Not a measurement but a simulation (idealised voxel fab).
Process module in this document: voxel capacitor over wiring
Displayed cross-section: cut, width of 180 nm, square cells sized 5 nm.
Cross-sections here: square-cell grids, written as top-down lists of bands, a band being one or more rows of cells.
First you get the band's top height and its bottom height, in nm, and then the materials it's made of, left to right, with each width in nm. If you see a single material with "all across", that one covers the band edge to edge. "empty" is empty space.
Counting heights begins at 0, where everything beneath is, in the wafer as received, one material. The lowest band has no bottom; it goes on downwards, as "0 and below" shows.
A width such as "30->40" changes by the same amount from each row of cells to the next, from the band's top row to its bottom row.
For the purposes of this document, the phrase "changes: none" attached to a step denotes that no cell within the cross-section was modified by that step.
Reported under the label "Enclosed voids" are the empty spaces having no open way to the top and comprising 8 cells or more; the notation for each is width x height at distance, in which the distance is measured from the left edge and all three values are in nm.
That trailing text on a step's line, after the settings, is the simulator's own remark on the step.
If you see "overlay nm" on a step's line and that step has a mask, it's telling you how far right of where it was planned the mask ended up; a negative number means it went left instead.
### Process steps foreseen in the plan
| 1 | RECEIVE | material Si |
| 2 | CONFORMAL_DEP | material SiO2 | thk nm 15 |
| 3 | CONFORMAL_DEP | material SiN | thk nm 5 |
| 4 | DIRECTIONAL_DEP | material lowk | thk nm 15 |
| 5 | PATTERN | tone open | mask id METAL_1 | material resist | width nm 30 | pitch nm 85 | thk nm 20 | overlay nm 0 |
| 6 | DIRECTIONAL_ETCH | etch materials lowk | depth nm 15 |
| 7 | DIRECTIONAL_ETCH | etch materials SiN | depth nm 5 |
| 8 | STRIP | etch materials resist |
| 9 | CONFORMAL_DEP | material TiN | thk nm 5 |
| 10 | FILL_DEP | material Ru | thk nm 10 |
| 11 | CMP | height nm 35 |
| 12 | CONFORMAL_DEP | material SiCN | thk nm 5 |
| 13 | DIRECTIONAL_DEP | material lowk | thk nm 15 |
| 14 | DIRECTIONAL_DEP | material aC | thk nm 10 |
| 15 | PATTERN | tone open | mask id PLUG_1 | material resist | width nm 15 | thk nm 25 | overlay nm 0 |
| 16 | DIRECTIONAL_ETCH | etch materials aC | depth nm 10 |
| 17 | STRIP | etch materials resist |
| 18 | DIRECTIONAL_ETCH | etch materials lowk | depth nm 15 |
| 19 | DIRECTIONAL_ETCH | etch materials SiCN | depth nm 5 |
| 20 | STRIP | etch materials aC |
| 21 | CONFORMAL_DEP | material TiN | thk nm 5 |
| 22 | FILL_DEP | material W | thk nm 10 |
| 23 | CMP | height nm 55 |
| 24 | DIRECTIONAL_DEP | material TiN | thk nm 5 |
| 25 | DIRECTIONAL_DEP | material Al2O3 | thk nm 5 |
| 26 | DIRECTIONAL_DEP | material TiN | thk nm 10 |
| 27 | PATTERN | tone cover | mask id UPPER_PLATE | material resist | width nm 60 | thk nm 15 | overlay nm 0 |
| 28 | DIRECTIONAL_ETCH | etch materials TiN | depth nm 10 |
| 29 | DIRECTIONAL_ETCH | etch materials Al2O3 | depth nm 5 |
| 30 | STRIP | etch materials resist |
| 31 | MASKED_ETCH | tone cover | mask id LOWER_PLATE | width nm 70 | etch materials TiN | depth nm 5 | overlay nm 0 |
| 32 | FILL_DEP | material SiO2 | thk nm 20 |
| 33 | CMP | height nm 90 |
| 34 | MASKED_ETCH | tone open | mask id PLUG_2 | width nm 15 | etch materials SiO2 | depth nm 15 | overlay nm 0 |
| 35 | CONFORMAL_DEP | material TiN | thk nm 5 |
| 36 | FILL_DEP | material W | thk nm 10 |
| 37 | CMP | height nm 90 |
| 38 | CONFORMAL_DEP | material SiN | thk nm 5 |
### Account of the first of two wafers, which was processed as intended
### Received-state cross-section, reflecting completion of step 1
> 0 and below | Si all across
> Enclosed voids: none
### State of the wafer after step 2, shown in cross-section
> 15 down to 0 | SiO2 all across
> At heights below 0, the structure remains unaltered.
### State of the wafer after step 3, shown in cross-section
> 20 down to 15 | SiN all across
> At heights below 15, the structure remains unaltered.
### State of the wafer after step 4, shown in cross-section
> 35 down to 20 | lowk all across
> At heights below 20, the structure remains unaltered.
### State of the wafer after step 5, shown in cross-section
> 55 down to 35 | resist=30 / empty=30 / resist=55 / empty=30 / resist=35
> At heights below 35, the structure remains unaltered.
### State of the wafer after step 6, shown in cross-section
> 55 down to 35 | resist=30 / empty=30 / resist=55 / empty=30 / resist=35
> 35 down to 20 | lowk=30 / empty=30 / lowk=55 / empty=30 / lowk=35
> At heights below 20, the structure remains unaltered.
### State of the wafer after step 7, shown in cross-section
> 55 down to 35 | resist=30 / empty=30 / resist=55 / empty=30 / resist=35
> 35 down to 20 | lowk=30 / empty=30 / lowk=55 / empty=30 / lowk=35
> 20 down to 15 | SiN=30 / empty=30 / SiN=55 / empty=30 / SiN=35
> At heights below 15, the structure remains unaltered.
### State of the wafer after step 8, shown in cross-section
> 35 down to 20 | lowk=30 / empty=30 / lowk=55 / empty=30 / lowk=35
> At heights below 20, the structure remains unaltered.
### State of the wafer after step 9, shown in cross-section
> 40 down to 35 | TiN=35 / empty=20 / TiN=65 / empty=20 / TiN=40
> 35 down to 20 | lowk=30 / TiN=5 / empty=20 / TiN=5 / lowk=55 / TiN=5 / empty=20 / TiN=5 / lowk=35
> 20 down to 15 | SiN=30 / TiN=30 / SiN=55 / TiN=30 / SiN=35
> At heights below 15, the structure remains unaltered.
### State of the wafer after step 10, shown in cross-section
> 50 down to 40 | Ru all across
> 40 down to 35 | TiN=35 / Ru=20 / TiN=65 / Ru=20 / TiN=40
> 35 down to 20 | lowk=30 / TiN=5 / Ru=20 / TiN=5 / lowk=55 / TiN=5 / Ru=20 / TiN=5 / lowk=35
> At heights below 20, the structure remains unaltered.
### State of the wafer after step 11, shown in cross-section
> 35 down to 20 | lowk=30 / TiN=5 / Ru=20 / TiN=5 / lowk=55 / TiN=5 / Ru=20 / TiN=5 / lowk=35
> At heights below 20, the structure remains unaltered.
### State of the wafer after step 12, shown in cross-section
> 40 down to 35 | SiCN all across
> At heights below 35, the structure remains unaltered.
### State of the wafer after step 13, shown in cross-section
> 55 down to 40 | lowk all across
> At heights below 40, the structure remains unaltered.
### State of the wafer after step 14, shown in cross-section
> 65 down to 55 | aC all across
> At heights below 55, the structure remains unaltered.
### State of the wafer after step 15, shown in cross-section
> 90 down to 65 | resist=45 / empty=15 / resist=120
> At heights below 65, the structure remains unaltered.
### State of the wafer after step 16, shown in cross-section
> 80 down to 65 | resist=45 / empty=15 / resist=120
> 65 down to 55 | aC=45 / empty=15 / aC=120
> At heights below 55, the structure remains unaltered.
### State of the wafer after step 17, shown in cross-section
> 65 down to 55 | aC=45 / empty=15 / aC=120
> At heights below 55, the structure remains unaltered.
### State of the wafer after step 18, shown in cross-section
> 65 down to 55 | aC=45 / empty=15 / aC=120
> 55 down to 40 | lowk=45 / empty=15 / lowk=120
> At heights below 40, the structure remains unaltered.
### State of the wafer after step 19, shown in cross-section
> 65 down to 55 | aC=45 / empty=15 / aC=120
> 55 down to 40 | lowk=45 / empty=15 / lowk=120
> 40 down to 35 | SiCN=45 / empty=15 / SiCN=120
> At heights below 35, the structure remains unaltered.
### State of the wafer after step 20, shown in cross-section
> 55 down to 40 | lowk=45 / empty=15 / lowk=120
> At heights below 40, the structure remains unaltered.
### State of the wafer after step 21, shown in cross-section
> 60 down to 55 | TiN=50 / empty=5 / TiN=125
> 55 down to 40 | lowk=45 / TiN=5 / empty=5 / TiN=5 / lowk=120
> 40 down to 35 | SiCN=45 / TiN=15 / SiCN=120
> At heights below 35, the structure remains unaltered.
### State of the wafer after step 22, shown in cross-section
> 70 down to 60 | W all across
> 60 down to 55 | TiN=50 / W=5 / TiN=125
> 55 down to 40 | lowk=45 / TiN=5 / W=5 / TiN=5 / lowk=120
> At heights below 40, the structure remains unaltered.
### State of the wafer after step 23, shown in cross-section
> 55 down to 40 | lowk=45 / TiN=5 / W=5 / TiN=5 / lowk=120
> At heights below 40, the structure remains unaltered.
### State of the wafer after step 24, shown in cross-section
> 60 down to 55 | TiN all across
> At heights below 55, the structure remains unaltered.
### State of the wafer after step 25, shown in cross-section
> 65 down to 60 | Al2O3 all across
> At heights below 60, the structure remains unaltered.
### State of the wafer after step 26, shown in cross-section
> 75 down to 65 | TiN all across
> At heights below 65, the structure remains unaltered.
### State of the wafer after step 27, shown in cross-section
> 90 down to 75 | empty=45 / resist=60 / empty=75
> At heights below 75, the structure remains unaltered.
### State of the wafer after step 28, shown in cross-section
> 90 down to 75 | empty=45 / resist=60 / empty=75
> 75 down to 65 | empty=45 / TiN=60 / empty=75
> At heights below 65, the structure remains unaltered.
### State of the wafer after step 29, shown in cross-section
> 90 down to 75 | empty=45 / resist=60 / empty=75
> 75 down to 65 | empty=45 / TiN=60 / empty=75
> 65 down to 60 | empty=45 / Al2O3=60 / empty=75
> At heights below 60, the structure remains unaltered.
### State of the wafer after step 30, shown in cross-section
> 75 down to 65 | empty=45 / TiN=60 / empty=75
> At heights below 65, the structure remains unaltered.
### State of the wafer after step 31, shown in cross-section
> 75 down to 65 | empty=45 / TiN=60 / empty=75
> 65 down to 60 | empty=45 / Al2O3=60 / empty=75
> 60 down to 55 | empty=40 / TiN=70 / empty=70
> At heights below 55, the structure remains unaltered.
### State of the wafer after step 32, shown in cross-section
> 95 down to 75 | SiO2 all across
> 75 down to 65 | SiO2=45 / TiN=60 / SiO2=75
> 65 down to 60 | SiO2=45 / Al2O3=60 / SiO2=75
> 60 down to 55 | SiO2=40 / TiN=70 / SiO2=70
> At heights below 55, the structure remains unaltered.
### State of the wafer after step 33, shown in cross-section
> 90 down to 75 | SiO2 all across
> At heights below 75, the structure remains unaltered.
### State of the wafer after step 34, shown in cross-section
> 90 down to 75 | SiO2=55 / empty=15 / SiO2=110
> At heights below 75, the structure remains unaltered.
### State of the wafer after step 35, shown in cross-section
> 95 down to 90 | TiN=60 / empty=5 / TiN=115
> 90 down to 80 | SiO2=55 / TiN=5 / empty=5 / TiN=5 / SiO2=110
> 80 down to 75 | SiO2=55 / TiN=15 / SiO2=110
> At heights below 75, the structure remains unaltered.
### State of the wafer after step 36, shown in cross-section
> 105 down to 95 | W all across
> 95 down to 90 | TiN=60 / W=5 / TiN=115
> 90 down to 80 | SiO2=55 / TiN=5 / W=5 / TiN=5 / SiO2=110
> At heights below 80, the structure remains unaltered.
### State of the wafer after step 37, shown in cross-section
> 90 down to 80 | SiO2=55 / TiN=5 / W=5 / TiN=5 / SiO2=110
> At heights below 80, the structure remains unaltered.
### State of the wafer after step 38, shown in cross-section
> 95 down to 90 | SiN all across
> At heights below 90, the structure remains unaltered.
### Second wafer, same starting state and plan as the first, one mistake in the run, identical through step 3
### Cross-section of the second wafer at the time by which step 4 should have been completed according to the plan
> 30 down to 20 | lowk all across
> At heights below 20, the structure remains unaltered.
### Cross-section of the second wafer at the time by which step 5 should have been completed according to the plan
> 50 down to 30 | resist=30 / empty=30 / resist=55 / empty=30 / resist=35
> At heights below 30, the structure remains unaltered.
### Cross-section of the second wafer at the time by which step 6 should have been completed according to the plan
> 50 down to 30 | resist=30 / empty=30 / resist=55 / empty=30 / resist=35
> 30 down to 20 | lowk=30 / empty=30 / lowk=55 / empty=30 / lowk=35
> At heights below 20, the structure remains unaltered.
### Cross-section of the second wafer at the time by which step 7 should have been completed according to the plan
> 50 down to 30 | resist=30 / empty=30 / resist=55 / empty=30 / resist=35
> 30 down to 20 | lowk=30 / empty=30 / lowk=55 / empty=30 / lowk=35
> 20 down to 15 | SiN=30 / empty=30 / SiN=55 / empty=30 / SiN=35
> At heights below 15, the structure remains unaltered.
### Cross-section of the second wafer at the time by which step 8 should have been completed according to the plan
> 30 down to 20 | lowk=30 / empty=30 / lowk=55 / empty=30 / lowk=35
> At heights below 20, the structure remains unaltered.
### Cross-section of the second wafer at the time by which step 9 should have been completed according to the plan
> 35 down to 30 | TiN=35 / empty=20 / TiN=65 / empty=20 / TiN=40
> 30 down to 20 | lowk=30 / TiN=5 / empty=20 / TiN=5 / lowk=55 / TiN=5 / empty=20 / TiN=5 / lowk=35
> 20 down to 15 | SiN=30 / TiN=30 / SiN=55 / TiN=30 / SiN=35
> At heights below 15, the structure remains unaltered.
### Cross-section of the second wafer at the time by which step 10 should have been completed according to the plan
> 45 down to 35 | Ru all across
> 35 down to 30 | TiN=35 / Ru=20 / TiN=65 / Ru=20 / TiN=40
> 30 down to 20 | lowk=30 / TiN=5 / Ru=20 / TiN=5 / lowk=55 / TiN=5 / Ru=20 / TiN=5 / lowk=35
> At heights below 20, the structure remains unaltered.
### Cross-section of the second wafer at the time by which step 11 should have been completed according to the plan
> 35 down to 30 | TiN=35 / Ru=20 / TiN=65 / Ru=20 / TiN=40
> At heights below 30, the structure remains unaltered.
### Cross-section of the second wafer at the time by which step 12 should have been completed according to the plan
> 40 down to 35 | SiCN all across
> At heights below 35, the structure remains unaltered.
### Cross-section of the second wafer at the time by which step 13 should have been completed according to the plan
> 55 down to 40 | lowk all across
> At heights below 40, the structure remains unaltered.
### Cross-section of the second wafer at the time by which step 14 should have been completed according to the plan
> 65 down to 55 | aC all across
> At heights below 55, the structure remains unaltered.
### Cross-section of the second wafer at the time by which step 15 should have been completed according to the plan
> 90 down to 65 | resist=45 / empty=15 / resist=120
> At heights below 65, the structure remains unaltered.
### Cross-section of the second wafer at the time by which step 16 should have been completed according to the plan
> 80 down to 65 | resist=45 / empty=15 / resist=120
> 65 down to 55 | aC=45 / empty=15 / aC=120
> At heights below 55, the structure remains unaltered.
### Cross-section of the second wafer at the time by which step 17 should have been completed according to the plan
> 65 down to 55 | aC=45 / empty=15 / aC=120
> At heights below 55, the structure remains unaltered.
### Cross-section of the second wafer at the time by which step 18 should have been completed according to the plan
> 65 down to 55 | aC=45 / empty=15 / aC=120
> 55 down to 40 | lowk=45 / empty=15 / lowk=120
> At heights below 40, the structure remains unaltered.
### Cross-section of the second wafer at the time by which step 19 should have been completed according to the plan
> 65 down to 55 | aC=45 / empty=15 / aC=120
> 55 down to 40 | lowk=45 / empty=15 / lowk=120
> 40 down to 35 | SiCN=45 / empty=15 / SiCN=120
> At heights below 35, the structure remains unaltered.
### Cross-section of the second wafer at the time by which step 20 should have been completed according to the plan
> 55 down to 40 | lowk=45 / empty=15 / lowk=120
> At heights below 40, the structure remains unaltered.
### Cross-section of the second wafer at the time by which step 21 should have been completed according to the plan
> 60 down to 55 | TiN=50 / empty=5 / TiN=125
> 55 down to 40 | lowk=45 / TiN=5 / empty=5 / TiN=5 / lowk=120
> 40 down to 35 | SiCN=45 / TiN=15 / SiCN=120
> At heights below 35, the structure remains unaltered.
### Cross-section of the second wafer at the time by which step 22 should have been completed according to the plan
> 70 down to 60 | W all across
> 60 down to 55 | TiN=50 / W=5 / TiN=125
> 55 down to 40 | lowk=45 / TiN=5 / W=5 / TiN=5 / lowk=120
> At heights below 40, the structure remains unaltered.
### Cross-section of the second wafer at the time by which step 23 should have been completed according to the plan
> 55 down to 40 | lowk=45 / TiN=5 / W=5 / TiN=5 / lowk=120
> At heights below 40, the structure remains unaltered.
### Cross-section of the second wafer at the time by which step 24 should have been completed according to the plan
> 60 down to 55 | TiN all across
> At heights below 55, the structure remains unaltered.
### Cross-section of the second wafer at the time by which step 25 should have been completed according to the plan
> 65 down to 60 | Al2O3 all across
> At heights below 60, the structure remains unaltered.
### Cross-section of the second wafer at the time by which step 26 should have been completed according to the plan
> 75 down to 65 | TiN all across
> At heights below 65, the structure remains unaltered.
### Cross-section of the second wafer at the time by which step 27 should have been completed according to the plan
> 90 down to 75 | empty=45 / resist=60 / empty=75
> At heights below 75, the structure remains unaltered.
### Cross-section of the second wafer at the time by which step 28 should have been completed according to the plan
> 90 down to 75 | empty=45 / resist=60 / empty=75
> 75 down to 65 | empty=45 / TiN=60 / empty=75
> At heights below 65, the structure remains unaltered.
### Cross-section of the second wafer at the time by which step 29 should have been completed according to the plan
> 90 down to 75 | empty=45 / resist=60 / empty=75
> 75 down to 65 | empty=45 / TiN=60 / empty=75
> 65 down to 60 | empty=45 / Al2O3=60 / empty=75
> At heights below 60, the structure remains unaltered.
### Cross-section of the second wafer at the time by which step 30 should have been completed according to the plan
> 75 down to 65 | empty=45 / TiN=60 / empty=75
> At heights below 65, the structure remains unaltered.
### Cross-section of the second wafer at the time by which step 31 should have been completed according to the plan
> 75 down to 65 | empty=45 / TiN=60 / empty=75
> 65 down to 60 | empty=45 / Al2O3=60 / empty=75
> 60 down to 55 | empty=40 / TiN=70 / empty=70
> At heights below 55, the structure remains unaltered.
### Cross-section of the second wafer at the time by which step 32 should have been completed according to the plan
> 95 down to 75 | SiO2 all across
> 75 down to 65 | SiO2=45 / TiN=60 / SiO2=75
> 65 down to 60 | SiO2=45 / Al2O3=60 / SiO2=75
> 60 down to 55 | SiO2=40 / TiN=70 / SiO2=70
> At heights below 55, the structure remains unaltered.
### Cross-section of the second wafer at the time by which step 33 should have been completed according to the plan
> 90 down to 75 | SiO2 all across
> At heights below 75, the structure remains unaltered.
### Cross-section of the second wafer at the time by which step 34 should have been completed according to the plan
> 90 down to 75 | SiO2=55 / empty=15 / SiO2=110
> At heights below 75, the structure remains unaltered.
### Cross-section of the second wafer at the time by which step 35 should have been completed according to the plan
> 95 down to 90 | TiN=60 / empty=5 / TiN=115
> 90 down to 80 | SiO2=55 / TiN=5 / empty=5 / TiN=5 / SiO2=110
> 80 down to 75 | SiO2=55 / TiN=15 / SiO2=110
> At heights below 75, the structure remains unaltered.
### Cross-section of the second wafer at the time by which step 36 should have been completed according to the plan
> 105 down to 95 | W all across
> 95 down to 90 | TiN=60 / W=5 / TiN=115
> 90 down to 80 | SiO2=55 / TiN=5 / W=5 / TiN=5 / SiO2=110
> At heights below 80, the structure remains unaltered.
### Cross-section of the second wafer at the time by which step 37 should have been completed according to the plan
> 90 down to 80 | SiO2=55 / TiN=5 / W=5 / TiN=5 / SiO2=110
> At heights below 80, the structure remains unaltered.
### Cross-section of the second wafer at the time by which step 38 should have been completed according to the plan
> 95 down to 90 | SiN all across
> At heights below 90, the structure remains unaltered.
Plan not followed: rather than as planned, step 4 actually ran as DIRECTIONAL_DEP | material lowk | thk nm 10
Final wafer comparison in cells, second versus first, more or fewer per material: TiN: 24 more | lowk: 24 fewer
